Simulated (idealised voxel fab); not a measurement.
process module | voxel self aligned vias
cross-section cut | 160 nm wide | cells 5 nm
A cross-section is a grid of square cells, given in bands from the top down. A band is one or more rows of cells.
Each band's line starts with the height of the band's top and of its bottom, in nm. Then come its materials from left to right, each with its width in nm. One material with "throughout" fills the band from edge to edge. "air" is empty space.
Height 0 is the level under which the wafer as received is all one material. The lowest band goes on downwards, as in "0 down".
A width such as "30 to 40" changes by the same amount from each row of cells to the next, from the band's top row to its bottom row.
"no change" after a step means that no cell of the cross-section changed.
closed voids: empty space of 8 cells or more with no open way to the top, each as width x height at its distance from the left edge, in nm
after a step's settings: what the simulator itself notes on the step
overlay nm, on a step with a mask: how far to the right of its planned place the mask lay; to the left if negative
plan
1 op RECEIVE | material Si
2 op CONFORMAL_DEP | material SiO2 | thk nm 15
3 op CONFORMAL_DEP | material SiCN | thk nm 5
4 op DIRECTIONAL_DEP | material lowk | thk nm 20
5 op MASKED_ETCH | tone open | mask id LINES | width nm 20 | pitch nm 45 | etch materials lowk | depth nm 20 | overlay nm 0
6 op CONFORMAL_DEP | material TiN | thk nm 5
7 op FILL_DEP | material W | thk nm 5
8 op CMP | height nm 40
9 op SELECTIVE_ETCH | etch materials W Ru TiN | depth nm 10
10 op FILL_DEP | material SiN | thk nm 5
11 op CMP | height nm 40
12 op DIRECTIONAL_DEP | material lowk | thk nm 15
13 op PATTERN | tone open | mask id VIAS | material resist | width nm 30 | pitch nm 45 | thk nm 20 | overlay nm 0
14 op DIRECTIONAL_ETCH | etch materials lowk | depth nm 15
15 op DIRECTIONAL_ETCH | etch materials SiN | depth nm 10
16 op STRIP | etch materials resist
17 op CONFORMAL_DEP | material TiN | thk nm 5
18 op FILL_DEP | material Ru | thk nm 5
19 op CMP | height nm 55
20 op CONFORMAL_DEP | material SiN | thk nm 5
first wafer, as planned
as received, after step 1
  0 down: Si throughout
  closed voids: none
after step 2
  15 to 0: SiO2 throughout
  below 0: unchanged
after step 3
  20 to 15: SiCN throughout
  below 15: unchanged
after step 4
  40 to 20: lowk throughout
  below 20: unchanged
after step 5
  40 to 20: lowk 45 | air 20 | lowk 25 | air 20 | lowk 50
  below 20: unchanged
after step 6
  45 to 40: TiN 50 | air 10 | TiN 35 | air 10 | TiN 55
  40 to 25: lowk 45 | TiN 5 | air 10 | TiN 5 | lowk 25 | TiN 5 | air 10 | TiN 5 | lowk 50
  25 to 20: lowk 45 | TiN 20 | lowk 25 | TiN 20 | lowk 50
  below 20: unchanged
after step 7
  50 to 45: W throughout
  45 to 40: TiN 50 | W 10 | TiN 35 | W 10 | TiN 55
  40 to 25: lowk 45 | TiN 5 | W 10 | TiN 5 | lowk 25 | TiN 5 | W 10 | TiN 5 | lowk 50
  below 25: unchanged
after step 8
  40 to 25: lowk 45 | TiN 5 | W 10 | TiN 5 | lowk 25 | TiN 5 | W 10 | TiN 5 | lowk 50
  below 25: unchanged
after step 9
  40 to 30: lowk 45 | air 20 | lowk 25 | air 20 | lowk 50
  below 30: unchanged
after step 10
  45 to 40: SiN throughout
  40 to 30: lowk 45 | SiN 20 | lowk 25 | SiN 20 | lowk 50
  below 30: unchanged
after step 11
  40 to 30: lowk 45 | SiN 20 | lowk 25 | SiN 20 | lowk 50
  below 30: unchanged
after step 12
  55 to 40: lowk throughout
  below 40: unchanged
after step 13
  75 to 55: resist 40 | air 30 | resist 15 | air 30 | resist 45
  below 55: unchanged
after step 14
  75 to 55: resist 40 | air 30 | resist 15 | air 30 | resist 45
  55 to 40: lowk 40 | air 30 | lowk 15 | air 30 | lowk 45
  below 40: unchanged
after step 15
  75 to 55: resist 40 | air 30 | resist 15 | air 30 | resist 45
  55 to 40: lowk 40 | air 30 | lowk 15 | air 30 | lowk 45
  40 to 30: lowk 45 | air 20 | lowk 25 | air 20 | lowk 50
  below 30: unchanged
after step 16
  55 to 40: lowk 40 | air 30 | lowk 15 | air 30 | lowk 45
  below 40: unchanged
after step 17
  60 to 55: TiN 45 | air 20 | TiN 25 | air 20 | TiN 50
  55 to 45: lowk 40 | TiN 5 | air 20 | TiN 5 | lowk 15 | TiN 5 | air 20 | TiN 5 | lowk 45
  45 to 35: lowk 40 to 45 | TiN 10 to 5 | air 10 | TiN 10 to 5 | lowk 15 to 25 | TiN 10 to 5 | air 10 | TiN 10 to 5 | lowk 45 to 50
  35 to 30: lowk 45 | TiN 20 | lowk 25 | TiN 20 | lowk 50
  below 30: unchanged
after step 18
  65 to 60: Ru throughout
  60 to 55: TiN 45 | Ru 20 | TiN 25 | Ru 20 | TiN 50
  55 to 45: lowk 40 | TiN 5 | Ru 20 | TiN 5 | lowk 15 | TiN 5 | Ru 20 | TiN 5 | lowk 45
  45 to 35: lowk 40 to 45 | TiN 10 to 5 | Ru 10 | TiN 10 to 5 | lowk 15 to 25 | TiN 10 to 5 | Ru 10 | TiN 10 to 5 | lowk 45 to 50
  below 35: unchanged
after step 19
  55 to 45: lowk 40 | TiN 5 | Ru 20 | TiN 5 | lowk 15 | TiN 5 | Ru 20 | TiN 5 | lowk 45
  below 45: unchanged
after step 20
  60 to 55: SiN throughout
  below 55: unchanged
second wafer: like start, like plan, one mistake. Through step 9 it matches the first wafer
when step 10 should have ended
  45 to 40: W throughout
  40 to 30: lowk 45 | W 20 | lowk 25 | W 20 | lowk 50
  below 30: unchanged
when step 11 should have ended
  40 to 30: lowk 45 | W 20 | lowk 25 | W 20 | lowk 50
  below 30: unchanged
when step 12 should have ended
  55 to 40: lowk throughout
  below 40: unchanged
when step 13 should have ended
  75 to 55: resist 40 | air 30 | resist 15 | air 30 | resist 45
  below 55: unchanged
when step 14 should have ended
  75 to 55: resist 40 | air 30 | resist 15 | air 30 | resist 45
  55 to 40: lowk 40 | air 30 | lowk 15 | air 30 | lowk 45
  below 40: unchanged
when step 15 should have ended: no change
when step 16 should have ended
  55 to 40: lowk 40 | air 30 | lowk 15 | air 30 | lowk 45
  below 40: unchanged
when step 17 should have ended
  60 to 55: TiN 45 | air 20 | TiN 25 | air 20 | TiN 50
  55 to 45: lowk 40 | TiN 5 | air 20 | TiN 5 | lowk 15 | TiN 5 | air 20 | TiN 5 | lowk 45
  45 to 40: lowk 40 | TiN 30 | lowk 15 | TiN 30 | lowk 45
  below 40: unchanged
when step 18 should have ended
  65 to 60: Ru throughout
  60 to 55: TiN 45 | Ru 20 | TiN 25 | Ru 20 | TiN 50
  55 to 45: lowk 40 | TiN 5 | Ru 20 | TiN 5 | lowk 15 | TiN 5 | Ru 20 | TiN 5 | lowk 45
  below 45: unchanged
when step 19 should have ended
  55 to 45: lowk 40 | TiN 5 | Ru 20 | TiN 5 | lowk 15 | TiN 5 | Ru 20 | TiN 5 | lowk 45
  below 45: unchanged
when step 20 should have ended
  60 to 55: SiN throughout
  below 55: unchanged
what went wrong: step 10 ran as: op FILL_DEP | material W | thk nm 5
at the end the second wafer has, in cells: 8 fewer of Ru | 8 fewer of TiN | 16 more of W
